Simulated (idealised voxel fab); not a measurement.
process module | voxel transistor to metal
cross-section cut | 185 nm wide | cells 5 nm
A cross-section is a grid of square cells, given in bands from the top down. A band is one or more rows of cells.
Each band's line starts with the height of the band's top and of its bottom, in nm. Then come its materials from left to right, each with its width in nm. One material with "throughout" fills the band from edge to edge. "air" is empty space.
Height 0 is the level under which the wafer as received is all one material. The lowest band goes on downwards, as in "0 down".
A width such as "30 to 40" changes by the same amount from each row of cells to the next, from the band's top row to its bottom row.
"no change" after a step means that no cell of the cross-section changed.
closed voids: empty space of 8 cells or more with no open way to the top, each as width x height at its distance from the left edge, in nm
after a step's settings: what the simulator itself notes on the step
overlay nm, on a step with a mask: how far to the right of its planned place the mask lay; to the left if negative
plan
1 op RECEIVE | material Si
2 op CONFORMAL_DEP | material SiO2 | thk nm 5
3 op CONFORMAL_DEP | material SiN | thk nm 15
4 op PATTERN | tone cover | mask id ACTIVE | material resist | width nm 105 | thk nm 20 | overlay nm 0
5 op DIRECTIONAL_ETCH | etch materials SiN | depth nm 15
6 op DIRECTIONAL_ETCH | etch materials SiO2 | depth nm 5
7 op DIRECTIONAL_ETCH | etch materials Si | depth nm 30
8 op STRIP | etch materials resist
9 op FILL_DEP | material SiO2 | thk nm 5
10 op CMP | height nm 20
11 op SELECTIVE_ETCH | etch materials SiO2 | depth nm 5
12 op STRIP | etch materials SiN
13 op SELECTIVE_ETCH | etch materials SiO2 | depth nm 5
14 op OXIDIZE | depth nm 5
15 op DIRECTIONAL_DEP | material polySi | thk nm 30
16 op DIRECTIONAL_DEP | material SiCN | thk nm 10
17 op PATTERN | tone cover | mask id GATE | material resist | width nm 25 | thk nm 20 | overlay nm 0
18 op DIRECTIONAL_ETCH | etch materials SiCN | depth nm 20
19 op DIRECTIONAL_ETCH | etch materials polySi | depth nm 40
20 op STRIP | etch materials resist
21 op CONFORMAL_DEP | material SiN | thk nm 10
22 op DIRECTIONAL_ETCH | etch materials SiN | depth nm 10
23 op DIRECTIONAL_ETCH | etch materials SiO2 | depth nm 5
24 op DIRECTIONAL_ETCH | etch materials Si | depth nm 10
25 op EPI | material nSi | thk nm 10
26 op FILL_DEP | material SiO2 | thk nm 10
27 op CMP | height nm 40
28 op DIRECTIONAL_DEP | material SiO2 | thk nm 15
29 op PATTERN | tone open | mask id CONTACT | material resist | width nm 20 | pitch nm 75 | thk nm 15 | overlay nm 0
30 op DIRECTIONAL_ETCH | etch materials SiO2 | depth nm 60
31 op STRIP | etch materials resist
32 op CONFORMAL_DEP | material TiN | thk nm 5
33 op FILL_DEP | material Ru | thk nm 5
34 op CMP | height nm 55
35 op DIRECTIONAL_DEP | material TiN | thk nm 5
36 op DIRECTIONAL_DEP | material W | thk nm 20
37 op MASKED_ETCH | tone cover | mask id METAL_1 | width nm 20 | pitch nm 75 | etch materials W | depth nm 20 | overlay nm 0
38 op MASKED_ETCH | tone cover | mask id METAL_1 | width nm 20 | pitch nm 75 | etch materials TiN | depth nm 5 | overlay nm 0
39 op CONFORMAL_DEP | material SiCN | thk nm 5
40 op FILL_DEP | material SiO2 | thk nm 5
41 op CMP | height nm 80
42 op CONFORMAL_DEP | material SiCN | thk nm 5
as received, after step 1
  0 down: Si throughout
  closed voids: none
first wafer at the end, as planned
  85 to 80: SiCN throughout
  80 to 60: SiO2 40 | SiCN 5 | W 20 | SiCN 5 | SiO2 45 | SiCN 5 | W 20 | SiCN 5 | SiO2 40
  60 to 55: SiCN 45 | TiN 20 | SiCN 55 | TiN 20 | SiCN 45
  55 to 40: SiO2 45 | TiN 5 | Ru 10 | TiN 5 | SiO2 55 | TiN 5 | Ru 10 | TiN 5 | SiO2 45
  40 to 30: SiO2 45 | TiN 5 | Ru 10 | TiN 5 | SiO2 5 | SiN 10 | SiCN 25 | SiN 10 | SiO2 5 | TiN 5 | Ru 10 | TiN 5 | SiO2 45
  30 to 10: SiO2 45 | TiN 5 | Ru 10 | TiN 5 | SiO2 5 | SiN 10 | polySi 25 | SiN 10 | SiO2 5 | TiN 5 | Ru 10 | TiN 5 | SiO2 45
  10 to 5: SiO2 35 | SiN 10 | TiN 20 | SiO2 5 | SiN 10 | polySi 25 | SiN 10 | SiO2 5 | TiN 20 | SiN 10 | SiO2 35
  5 to 0: SiO2 35 | SiN 10 | nSi 10 | TiN 5 | nSi 10 | SiN 10 | polySi 25 | SiN 10 | nSi 10 | TiN 5 | nSi 10 | SiN 10 | SiO2 35
  0 to -5: SiO2 45 | nSi 10 | TiN 5 | nSi 10 | SiO2 45 | nSi 10 | TiN 5 | nSi 10 | SiO2 45
  -5 to -15: SiO2 40 | Si 5 | nSi 25 | Si 45 | nSi 25 | Si 5 | SiO2 40
  -15 to -30: SiO2 40 | Si 105 | SiO2 40
  -30 down: Si throughout
  closed voids: none
second wafer at the end: like start, like plan, one mistake
  85 to 80: SiCN throughout
  80 to 60: SiO2 40 | SiCN 5 | W 20 | SiCN 5 | SiO2 45 | SiCN 5 | W 20 | SiCN 5 | SiO2 40
  60 to 55: SiCN 45 | TiN 20 | SiCN 55 | TiN 20 | SiCN 45
  55 to 40: SiO2 45 | polySi 5 | Ru 10 | polySi 5 | SiO2 55 | polySi 5 | Ru 10 | polySi 5 | SiO2 45
  40 to 30: SiO2 45 | polySi 5 | Ru 10 | polySi 5 | SiO2 5 | SiN 10 | SiCN 25 | SiN 10 | SiO2 5 | polySi 5 | Ru 10 | polySi 5 | SiO2 45
  30 to 10: SiO2 45 | polySi 5 | Ru 10 | polySi 5 | SiO2 5 | SiN 10 | polySi 25 | SiN 10 | SiO2 5 | polySi 5 | Ru 10 | polySi 5 | SiO2 45
  10 to 5: SiO2 35 | SiN 10 | polySi 20 | SiO2 5 | SiN 10 | polySi 25 | SiN 10 | SiO2 5 | polySi 20 | SiN 10 | SiO2 35
  5 to 0: SiO2 35 | SiN 10 | nSi 10 | polySi 5 | nSi 10 | SiN 10 | polySi 25 | SiN 10 | nSi 10 | polySi 5 | nSi 10 | SiN 10 | SiO2 35
  0 to -5: SiO2 45 | nSi 10 | polySi 5 | nSi 10 | SiO2 45 | nSi 10 | polySi 5 | nSi 10 | SiO2 45
  -5 to -15: SiO2 40 | Si 5 | nSi 25 | Si 45 | nSi 25 | Si 5 | SiO2 40
  -15 to -30: SiO2 40 | Si 105 | SiO2 40
  -30 down: Si throughout
  closed voids: none
what went wrong: step 32 ran as: op CONFORMAL_DEP | material polySi | thk nm 5
at the end the second wafer has, in cells: 48 fewer of TiN | 48 more of polySi
